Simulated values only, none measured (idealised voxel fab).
The name of this process module is voxel capacitor over wiring.
Section cut is 220 nm wide and gridded with 5 nm square cells.
Cross-sections here: square-cell grids, written as top-down lists of bands, a band being one or more rows of cells.
Each band's line starts with the height of the band's top and of its bottom, in nm. Then come its materials from left to right, each with its width in nm. One material with "full width" fills the band from edge to edge. "air" is empty space.
Below 0: as-received wafer, all one material; heights counted from there. Lowest band: no bottom, goes on down, written "0 and below".
The expression "30..40" gives the width at the extremes of the band, the first number at its top row of cells and the second at its bottom row, with the width changing by equal amounts from each row to the next in between.
A step reported as "no change" is a step in which no cell of the cross-section changed.
The entry titled "Tabulated closed voids" provides the empty spaces that have no open way to the top, restricted to those of 8 cells or more. Each is presented as width x height at distance, the distance being measured from the left edge, with all three in nm.
after a step's settings: what the simulator itself notes on the step
The line of a step may include "overlay nm". On a step with a mask, this value is how far to the right of its planned place the mask lay. A negative value means the mask lay to the left.
-- Intended process steps
| 1 | RECEIVE: material Si |
| 2 | CONFORMAL_DEP: material SiO2, thk nm 15 |
| 3 | CONFORMAL_DEP: material SiN, thk nm 5 |
| 4 | DIRECTIONAL_DEP: material SiO2, thk nm 15 |
| 5 | DIRECTIONAL_DEP: material aC, thk nm 10 |
| 6 | PATTERN: tone open, mask id METAL_1, material resist, width nm 25, pitch nm 95, thk nm 30, overlay nm 0 |
| 7 | DIRECTIONAL_ETCH: etch materials aC, depth nm 10 |
| 8 | STRIP: etch materials resist |
| 9 | DIRECTIONAL_ETCH: etch materials SiO2, depth nm 15 |
| 10 | DIRECTIONAL_ETCH: etch materials SiN, depth nm 5 |
| 11 | STRIP: etch materials aC |
| 12 | CONFORMAL_DEP: material TiN, thk nm 5 |
| 13 | FILL_DEP: material W, thk nm 10 |
| 14 | CMP: height nm 35 |
| 15 | CONFORMAL_DEP: material SiCN, thk nm 5 |
| 16 | DIRECTIONAL_DEP: material lowk, thk nm 15 |
| 17 | MASKED_ETCH: tone open, mask id PLUG_1, width nm 15, etch materials lowk, depth nm 15, overlay nm 0 |
| 18 | MASKED_ETCH: tone open, mask id PLUG_1, width nm 15, etch materials SiCN, depth nm 5, overlay nm 0 |
| 19 | EPI: material Ru, thk nm 10 |
| 20 | EPI: material Ru, thk nm 10 |
| 21 | DIRECTIONAL_DEP: material TiN, thk nm 5 |
| 22 | DIRECTIONAL_DEP: material HfO2, thk nm 5 |
| 23 | DIRECTIONAL_DEP: material TiN, thk nm 5 |
| 24 | DIRECTIONAL_DEP: material aC, thk nm 10 |
| 25 | PATTERN: tone cover, mask id UPPER_PLATE, material resist, width nm 75, thk nm 30, overlay nm 0 |
| 26 | DIRECTIONAL_ETCH: etch materials aC, depth nm 10 |
| 27 | STRIP: etch materials resist |
| 28 | DIRECTIONAL_ETCH: etch materials TiN, depth nm 5 |
| 29 | DIRECTIONAL_ETCH: etch materials HfO2, depth nm 5 |
| 30 | STRIP: etch materials aC |
| 31 | PATTERN: tone cover, mask id LOWER_PLATE, material resist, width nm 85, thk nm 15, overlay nm 0 |
| 32 | DIRECTIONAL_ETCH: etch materials TiN, depth nm 5 |
| 33 | STRIP: etch materials resist |
| 34 | FILL_DEP: material SiO2, thk nm 20 |
| 35 | CMP: height nm 85 |
| 36 | DIRECTIONAL_DEP: material aC, thk nm 10 |
| 37 | PATTERN: tone open, mask id PLUG_2, material resist, width nm 15, thk nm 30, overlay nm 0 |
| 38 | DIRECTIONAL_ETCH: etch materials aC, depth nm 10 |
| 39 | STRIP: etch materials resist |
| 40 | DIRECTIONAL_ETCH: etch materials SiO2, depth nm 15 |
| 41 | STRIP: etch materials aC |
| 42 | CONFORMAL_DEP: material TiN, thk nm 5 |
| 43 | FILL_DEP: material Cu, thk nm 10 |
| 44 | CMP: height nm 85 |
| 45 | CONFORMAL_DEP: material SiCN, thk nm 5 |
-- First wafer of two (run as planned)
-- Cross-section of the wafer as it came to us, i.e., already through step 1
    0 and below | Si full width
    Tabulated closed voids: none
-- The wafer, seen in cross-section, after step 2
    15 down to 0 | SiO2 full width
    Everything under 0 stays put, no change at all.
-- The wafer, seen in cross-section, after step 3
    20 down to 15 | SiN full width
    Everything under 15 stays put, no change at all.
-- The wafer, seen in cross-section, after step 4
    35 down to 20 | SiO2 full width
    Everything under 20 stays put, no change at all.
-- The wafer, seen in cross-section, after step 5
    45 down to 35 | aC full width
    Everything under 35 stays put, no change at all.
-- The wafer, seen in cross-section, after step 6
    75 down to 45 | 50 nm resist; 25 nm air; 70 nm resist; 25 nm air; 50 nm resist
    Everything under 45 stays put, no change at all.
-- The wafer, seen in cross-section, after step 7
    65 down to 45 | 50 nm resist; 25 nm air; 70 nm resist; 25 nm air; 50 nm resist
    45 down to 35 | 50 nm aC; 25 nm air; 70 nm aC; 25 nm air; 50 nm aC
    Everything under 35 stays put, no change at all.
-- The wafer, seen in cross-section, after step 8
    45 down to 35 | 50 nm aC; 25 nm air; 70 nm aC; 25 nm air; 50 nm aC
    Everything under 35 stays put, no change at all.
-- The wafer, seen in cross-section, after step 9
    45 down to 35 | 50 nm aC; 25 nm air; 70 nm aC; 25 nm air; 50 nm aC
    35 down to 20 | 50 nm SiO2; 25 nm air; 70 nm SiO2; 25 nm air; 50 nm SiO2
    Everything under 20 stays put, no change at all.
-- The wafer, seen in cross-section, after step 10
    45 down to 35 | 50 nm aC; 25 nm air; 70 nm aC; 25 nm air; 50 nm aC
    35 down to 20 | 50 nm SiO2; 25 nm air; 70 nm SiO2; 25 nm air; 50 nm SiO2
    20 down to 15 | 50 nm SiN; 25 nm air; 70 nm SiN; 25 nm air; 50 nm SiN
    Everything under 15 stays put, no change at all.
-- The wafer, seen in cross-section, after step 11
    35 down to 20 | 50 nm SiO2; 25 nm air; 70 nm SiO2; 25 nm air; 50 nm SiO2
    Everything under 20 stays put, no change at all.
-- The wafer, seen in cross-section, after step 12
    40 down to 35 | 55 nm TiN; 15 nm air; 80 nm TiN; 15 nm air; 55 nm TiN
    35 down to 20 | 50 nm SiO2; 5 nm TiN; 15 nm air; 5 nm TiN; 70 nm SiO2; 5 nm TiN; 15 nm air; 5 nm TiN; 50 nm SiO2
    20 down to 15 | 50 nm SiN; 25 nm TiN; 70 nm SiN; 25 nm TiN; 50 nm SiN
    Everything under 15 stays put, no change at all.
-- The wafer, seen in cross-section, after step 13
    50 down to 40 | W full width
    40 down to 35 | 55 nm TiN; 15 nm W; 80 nm TiN; 15 nm W; 55 nm TiN
    35 down to 20 | 50 nm SiO2; 5 nm TiN; 15 nm W; 5 nm TiN; 70 nm SiO2; 5 nm TiN; 15 nm W; 5 nm TiN; 50 nm SiO2
    Everything under 20 stays put, no change at all.
-- The wafer, seen in cross-section, after step 14
    35 down to 20 | 50 nm SiO2; 5 nm TiN; 15 nm W; 5 nm TiN; 70 nm SiO2; 5 nm TiN; 15 nm W; 5 nm TiN; 50 nm SiO2
    Everything under 20 stays put, no change at all.
-- The wafer, seen in cross-section, after step 15
    40 down to 35 | SiCN full width
    Everything under 35 stays put, no change at all.
-- The wafer, seen in cross-section, after step 16
    55 down to 40 | lowk full width
    Everything under 40 stays put, no change at all.
-- The wafer, seen in cross-section, after step 17
    55 down to 40 | 60 nm lowk; 15 nm air; 145 nm lowk
    Everything under 40 stays put, no change at all.
-- The wafer, seen in cross-section, after step 18
    55 down to 40 | 60 nm lowk; 15 nm air; 145 nm lowk
    40 down to 35 | 60 nm SiCN; 15 nm air; 145 nm SiCN
    Everything under 35 stays put, no change at all.
-- The wafer, seen in cross-section, after step 19
    55 down to 45 | 60 nm lowk; 15 nm air; 145 nm lowk
    45 down to 40 | 60 nm lowk; 15 nm Ru; 145 nm lowk
    40 down to 35 | 60 nm SiCN; 15 nm Ru; 145 nm SiCN
    Everything under 35 stays put, no change at all.
-- The wafer, seen in cross-section, after step 20
    55 down to 40 | 60 nm lowk; 15 nm Ru; 145 nm lowk
    Everything under 40 stays put, no change at all.
-- The wafer, seen in cross-section, after step 21
    60 down to 55 | TiN full width
    Everything under 55 stays put, no change at all.
-- The wafer, seen in cross-section, after step 22
    65 down to 60 | HfO2 full width
    Everything under 60 stays put, no change at all.
-- The wafer, seen in cross-section, after step 23
    70 down to 65 | TiN full width
    Everything under 65 stays put, no change at all.
-- The wafer, seen in cross-section, after step 24
    80 down to 70 | aC full width
    Everything under 70 stays put, no change at all.
-- The wafer, seen in cross-section, after step 25
    110 down to 80 | 60 nm air; 75 nm resist; 85 nm air
    Everything under 80 stays put, no change at all.
-- The wafer, seen in cross-section, after step 26
    100 down to 80 | 60 nm air; 75 nm resist; 85 nm air
    80 down to 70 | 60 nm air; 75 nm aC; 85 nm air
    Everything under 70 stays put, no change at all.
-- The wafer, seen in cross-section, after step 27
    80 down to 70 | 60 nm air; 75 nm aC; 85 nm air
    Everything under 70 stays put, no change at all.
-- The wafer, seen in cross-section, after step 28
    80 down to 70 | 60 nm air; 75 nm aC; 85 nm air
    70 down to 65 | 60 nm air; 75 nm TiN; 85 nm air
    Everything under 65 stays put, no change at all.
-- The wafer, seen in cross-section, after step 29
    80 down to 70 | 60 nm air; 75 nm aC; 85 nm air
    70 down to 65 | 60 nm air; 75 nm TiN; 85 nm air
    65 down to 60 | 60 nm air; 75 nm HfO2; 85 nm air
    Everything under 60 stays put, no change at all.
-- The wafer, seen in cross-section, after step 30
    70 down to 65 | 60 nm air; 75 nm TiN; 85 nm air
    Everything under 65 stays put, no change at all.
-- The wafer, seen in cross-section, after step 31
    85 down to 70 | 55 nm air; 85 nm resist; 80 nm air
    70 down to 65 | 55 nm air; 5 nm resist; 75 nm TiN; 5 nm resist; 80 nm air
    65 down to 60 | 55 nm air; 5 nm resist; 75 nm HfO2; 5 nm resist; 80 nm air
    Everything under 60 stays put, no change at all.
-- The wafer, seen in cross-section, after step 32
    85 down to 70 | 55 nm air; 85 nm resist; 80 nm air
    70 down to 65 | 55 nm air; 5 nm resist; 75 nm TiN; 5 nm resist; 80 nm air
    65 down to 60 | 55 nm air; 5 nm resist; 75 nm HfO2; 5 nm resist; 80 nm air
    60 down to 55 | 55 nm air; 85 nm TiN; 80 nm air
    Everything under 55 stays put, no change at all.
-- The wafer, seen in cross-section, after step 33
    70 down to 65 | 60 nm air; 75 nm TiN; 85 nm air
    65 down to 60 | 60 nm air; 75 nm HfO2; 85 nm air
    Everything under 60 stays put, no change at all.
-- The wafer, seen in cross-section, after step 34
    90 down to 70 | SiO2 full width
    70 down to 65 | 60 nm SiO2; 75 nm TiN; 85 nm SiO2
    65 down to 60 | 60 nm SiO2; 75 nm HfO2; 85 nm SiO2
    60 down to 55 | 55 nm SiO2; 85 nm TiN; 80 nm SiO2
    Everything under 55 stays put, no change at all.
-- The wafer, seen in cross-section, after step 35
    85 down to 70 | SiO2 full width
    Everything under 70 stays put, no change at all.
-- The wafer, seen in cross-section, after step 36
    95 down to 85 | aC full width
    Everything under 85 stays put, no change at all.
-- The wafer, seen in cross-section, after step 37
    125 down to 95 | 70 nm resist; 15 nm air; 135 nm resist
    Everything under 95 stays put, no change at all.
-- The wafer, seen in cross-section, after step 38
    115 down to 95 | 70 nm resist; 15 nm air; 135 nm resist
    95 down to 85 | 70 nm aC; 15 nm air; 135 nm aC
    Everything under 85 stays put, no change at all.
-- The wafer, seen in cross-section, after step 39
    95 down to 85 | 70 nm aC; 15 nm air; 135 nm aC
    Everything under 85 stays put, no change at all.
-- The wafer, seen in cross-section, after step 40
    95 down to 85 | 70 nm aC; 15 nm air; 135 nm aC
    85 down to 70 | 70 nm SiO2; 15 nm air; 135 nm SiO2
    Everything under 70 stays put, no change at all.
-- The wafer, seen in cross-section, after step 41
    85 down to 70 | 70 nm SiO2; 15 nm air; 135 nm SiO2
    Everything under 70 stays put, no change at all.
-- The wafer, seen in cross-section, after step 42
    90 down to 85 | 75 nm TiN; 5 nm air; 140 nm TiN
    85 down to 75 | 70 nm SiO2; 5 nm TiN; 5 nm air; 5 nm TiN; 135 nm SiO2
    75 down to 65 | 70..60 nm SiO2; 15..75 nm TiN; 135..85 nm SiO2
    Everything under 65 stays put, no change at all.
-- The wafer, seen in cross-section, after step 43
    100 down to 90 | Cu full width
    90 down to 85 | 75 nm TiN; 5 nm Cu; 140 nm TiN
    85 down to 75 | 70 nm SiO2; 5 nm TiN; 5 nm Cu; 5 nm TiN; 135 nm SiO2
    Everything under 75 stays put, no change at all.
-- The wafer, seen in cross-section, after step 44
    85 down to 75 | 70 nm SiO2; 5 nm TiN; 5 nm Cu; 5 nm TiN; 135 nm SiO2
    Everything under 75 stays put, no change at all.
-- The wafer, seen in cross-section, after step 45
    90 down to 85 | SiCN full width
    Everything under 85 stays put, no change at all.
-- Wafer two. Same start, same plan, one slip in execution. Same as wafer one through step 20, inclusive
Second wafer profile in section, at the moment step 21 of the plan was meant to be complete: no change
-- Second wafer profile in section, at the moment step 22 of the plan was meant to be complete
    60 down to 55 | HfO2 full width
    Everything under 55 stays put, no change at all.
-- Second wafer profile in section, at the moment step 23 of the plan was meant to be complete
    65 down to 60 | TiN full width
    Everything under 60 stays put, no change at all.
-- Second wafer profile in section, at the moment step 24 of the plan was meant to be complete
    75 down to 65 | aC full width
    Everything under 65 stays put, no change at all.
-- Second wafer profile in section, at the moment step 25 of the plan was meant to be complete
    105 down to 75 | 60 nm air; 75 nm resist; 85 nm air
    Everything under 75 stays put, no change at all.
-- Second wafer profile in section, at the moment step 26 of the plan was meant to be complete
    95 down to 75 | 60 nm air; 75 nm resist; 85 nm air
    75 down to 65 | 60 nm air; 75 nm aC; 85 nm air
    Everything under 65 stays put, no change at all.
-- Second wafer profile in section, at the moment step 27 of the plan was meant to be complete
    75 down to 65 | 60 nm air; 75 nm aC; 85 nm air
    Everything under 65 stays put, no change at all.
-- Second wafer profile in section, at the moment step 28 of the plan was meant to be complete
    75 down to 65 | 60 nm air; 75 nm aC; 85 nm air
    65 down to 60 | 60 nm air; 75 nm TiN; 85 nm air
    Everything under 60 stays put, no change at all.
-- Second wafer profile in section, at the moment step 29 of the plan was meant to be complete
    75 down to 65 | 60 nm air; 75 nm aC; 85 nm air
    65 down to 60 | 60 nm air; 75 nm TiN; 85 nm air
    60 down to 55 | 60 nm air; 75 nm HfO2; 85 nm air
    Everything under 55 stays put, no change at all.
-- Second wafer profile in section, at the moment step 30 of the plan was meant to be complete
    65 down to 60 | 60 nm air; 75 nm TiN; 85 nm air
    Everything under 60 stays put, no change at all.
-- Second wafer profile in section, at the moment step 31 of the plan was meant to be complete
    80 down to 65 | 55 nm air; 85 nm resist; 80 nm air
    65 down to 60 | 55 nm air; 5 nm resist; 75 nm TiN; 5 nm resist; 80 nm air
    60 down to 55 | 55 nm air; 5 nm resist; 75 nm HfO2; 5 nm resist; 80 nm air
    Everything under 55 stays put, no change at all.
Second wafer profile in section, at the moment step 32 of the plan was meant to be complete: no change
-- Second wafer profile in section, at the moment step 33 of the plan was meant to be complete
    65 down to 60 | 60 nm air; 75 nm TiN; 85 nm air
    60 down to 55 | 60 nm air; 75 nm HfO2; 85 nm air
    Everything under 55 stays put, no change at all.
-- Second wafer profile in section, at the moment step 34 of the plan was meant to be complete
    85 down to 65 | SiO2 full width
    65 down to 60 | 60 nm SiO2; 75 nm TiN; 85 nm SiO2
    60 down to 55 | 60 nm SiO2; 75 nm HfO2; 85 nm SiO2
    Everything under 55 stays put, no change at all.
Second wafer profile in section, at the moment step 35 of the plan was meant to be complete: no change
-- Second wafer profile in section, at the moment step 36 of the plan was meant to be complete
    95 down to 85 | aC full width
    Everything under 85 stays put, no change at all.
-- Second wafer profile in section, at the moment step 37 of the plan was meant to be complete
    125 down to 95 | 70 nm resist; 15 nm air; 135 nm resist
    Everything under 95 stays put, no change at all.
-- Second wafer profile in section, at the moment step 38 of the plan was meant to be complete
    115 down to 95 | 70 nm resist; 15 nm air; 135 nm resist
    95 down to 85 | 70 nm aC; 15 nm air; 135 nm aC
    Everything under 85 stays put, no change at all.
-- Second wafer profile in section, at the moment step 39 of the plan was meant to be complete
    95 down to 85 | 70 nm aC; 15 nm air; 135 nm aC
    Everything under 85 stays put, no change at all.
-- Second wafer profile in section, at the moment step 40 of the plan was meant to be complete
    95 down to 85 | 70 nm aC; 15 nm air; 135 nm aC
    85 down to 70 | 70 nm SiO2; 15 nm air; 135 nm SiO2
    Everything under 70 stays put, no change at all.
-- Second wafer profile in section, at the moment step 41 of the plan was meant to be complete
    85 down to 70 | 70 nm SiO2; 15 nm air; 135 nm SiO2
    Everything under 70 stays put, no change at all.
-- Second wafer profile in section, at the moment step 42 of the plan was meant to be complete
    90 down to 85 | 75 nm TiN; 5 nm air; 140 nm TiN
    85 down to 75 | 70 nm SiO2; 5 nm TiN; 5 nm air; 5 nm TiN; 135 nm SiO2
    75 down to 70 | 70 nm SiO2; 15 nm TiN; 135 nm SiO2
    Everything under 70 stays put, no change at all.
-- Second wafer profile in section, at the moment step 43 of the plan was meant to be complete
    100 down to 90 | Cu full width
    90 down to 85 | 75 nm TiN; 5 nm Cu; 140 nm TiN
    85 down to 75 | 70 nm SiO2; 5 nm TiN; 5 nm Cu; 5 nm TiN; 135 nm SiO2
    Everything under 75 stays put, no change at all.
-- Second wafer profile in section, at the moment step 44 of the plan was meant to be complete
    85 down to 75 | 70 nm SiO2; 5 nm TiN; 5 nm Cu; 5 nm TiN; 135 nm SiO2
    Everything under 75 stays put, no change at all.
-- Second wafer profile in section, at the moment step 45 of the plan was meant to be complete
    90 down to 85 | SiCN full width
    Everything under 85 stays put, no change at all.
The mistake made against the process plan was this: execution of step 21 of the plan did not take place, the step having been omitted
Upon completion, the second wafer contains, in terms of cells, a greater or smaller amount of certain materials than the first wafer: SiO2 +17; TiN -17
